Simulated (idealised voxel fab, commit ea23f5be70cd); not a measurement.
The name of this process module is voxel plated lines.
Xsec cut, 185 nm wide, square cell size 5 nm.
Throughout this document, each cross-section is represented as a grid of square cells and is presented as a sequence of bands enumerated from the top downward, where a band comprises one or more rows of cells. A band entry consists of two parts. The first gives the height of the band's top and the height of its bottom, in nm. The rest lists the band's materials from left to right, each with its width in nm. A single material labelled with the word "full width" fills the band from edge to edge, and the word "blank" marks empty space. Height 0 is the level under which the wafer as received is all one material. The lowest band goes on downwards, as in "0 nm and below". A width such as "30..40" changes by the same amount from each row of cells to the next, from the band's top row to its bottom row. It should be understood that the words "no change", when stated for a given step, signify that the cross-section underwent no change in any of its cells during that step. "Unvented internal voids" lists enclosed empty spaces (at least 8 cells, no open path upward to the top), each as width x height at distance from the left edge, in nm. Post-settings text on a step line: simulator's own remark regarding the step. overlay nm: on a step with a mask, how far right of its planned place the mask lay; negative means left.

The steps planned for the process are as follows
1) RECEIVE with material Si
2) CONFORMAL_DEP with material SiO2, thk nm 10
3) DIRECTIONAL_DEP with material TiN, thk nm 5
4) PATTERN with tone open, mask id LINES, material resist, width nm 15, pitch nm 35, thk nm 30, overlay nm 0
5) EPI with material Ru, thk nm 10
6) EPI with material Ru, thk nm 10
7) STRIP with etch materials resist
8) DIRECTIONAL_ETCH with etch materials TiN, depth nm 5
9) CONFORMAL_DEP with material SiO2, thk nm 5

This is the cross-section of the wafer as we received it, i.e. after step 1
- 0 nm and below: Si full width
- Unvented internal voids: none

End-of-module cross-section. Starting structure and process plan as above; one mistake made in running it
- 40 nm to 35 nm: 15 of blank, 25 of SiO2, 10 of blank, 25 of SiO2, 10 of blank, 25 of SiO2, 10 of blank, 25 of SiO2, 40 of blank
- 35 nm to 15 nm: 15 of blank, 5 of SiO2, 15 of Ru, 5 of SiO2, 10 of blank, 5 of SiO2, 15 of Ru, 5 of SiO2, 10 of blank, 5 of SiO2, 15 of Ru, 5 of SiO2, 10 of blank, 5 of SiO2, 15 of Ru, 5 of SiO2, 40 of blank
- 15 nm to 10 nm: 20 of SiO2, 15 of TiN, 20 of SiO2, 15 of TiN, 20 of SiO2, 15 of TiN, 20 of SiO2, 15 of TiN, 45 of SiO2
- 10 nm to 0 nm: SiO2 full width
- 0 nm and below: Si full width
- Unvented internal voids: none
Here's what went sideways: off-plan run, step 4, actual operation and settings PATTERN with tone open, mask id LINES, material resist, width nm 15, pitch nm 35, thk nm 30, overlay nm -10
